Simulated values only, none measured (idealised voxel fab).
This is a process module. Its name is voxel released beams.
Each square cell in cross-section cut measures 5 nm, and the section as a whole is 205 nm wide.
Square cells in a grid make up a cross-section in this document, and the grid is given as bands, listed from the top down, each one or more rows of cells.
The band entry comprises the height of the band's top followed by the height of its bottom, expressed in nm, and subsequently the band's materials from left to right, each stated together with its width in nm. Where a single material is marked with the word "edge to edge", that material fills the band from edge to edge. The word "empty" represents empty space.
Below 0: as-received wafer, all one material; heights counted from there. Lowest band: no bottom, goes on down, written "from 0 down".
Width spec "30->40" -> top row of cells at first value, bottom row at second value, equal per-row change in between.
Step marked "changes: none"? Then no cell in the cross-section changed in it.
"Closed cavities": empty spaces of 8 cells or more with no open way to the top, each given as width x height at distance, distance from the left edge, all in nm.
If you see something after the settings on a step's line, that's the simulator's own remark about that step.
Regarding "overlay nm": on a step with a mask, it is the distance the mask lay to the right of its planned place; a negative value places it to the left.

### Process steps foreseen in the plan
1 RECEIVE | material Si
2 CONFORMAL_DEP | material Al2O3 | thk nm 10
3 DIRECTIONAL_DEP | material SiO2 | thk nm 15
4 PATTERN | tone open | mask id ANCHOR | material resist | width nm 25 | thk nm 20 | overlay nm 0
5 DIRECTIONAL_ETCH | etch materials SiO2 | depth nm 15
6 STRIP | etch materials resist
7 CONFORMAL_DEP | material polySi | thk nm 10
8 DIRECTIONAL_DEP | material aC | thk nm 10
9 PATTERN | tone cover | mask id BEAM | material resist | width nm 100 | thk nm 30 | overlay nm 0
10 DIRECTIONAL_ETCH | etch materials aC | depth nm 10
11 STRIP | etch materials resist
12 DIRECTIONAL_ETCH | etch materials polySi | depth nm 10
13 STRIP | etch materials aC
14 STRIP | etch materials SiO2
Split variable: width nm, step 4. Plan value = first wafer. Wafers start alike.

### Cut through the first of several wafers as received, post step 1
	from 0 down: Si edge to edge
	Closed cavities: none

### Tabulated below, wafer by wafer, are the end-of-module results: for each material, the number of cells gained (+) or lost (-) relative to the as-received state, followed by the closed voids
width nm 25, +82 Al2O3, +52 polySi, Closed cavities: none
width nm 30, +82 Al2O3, +52 polySi, Closed cavities: none
width nm 35, +82 Al2O3, +52 polySi, Closed cavities: none
width nm 40, +82 Al2O3, +52 polySi, Closed cavities: none
width nm 45, +82 Al2O3, +52 polySi, Closed cavities: none
width nm 50, +82 Al2O3, +52 polySi, Closed cavities: none
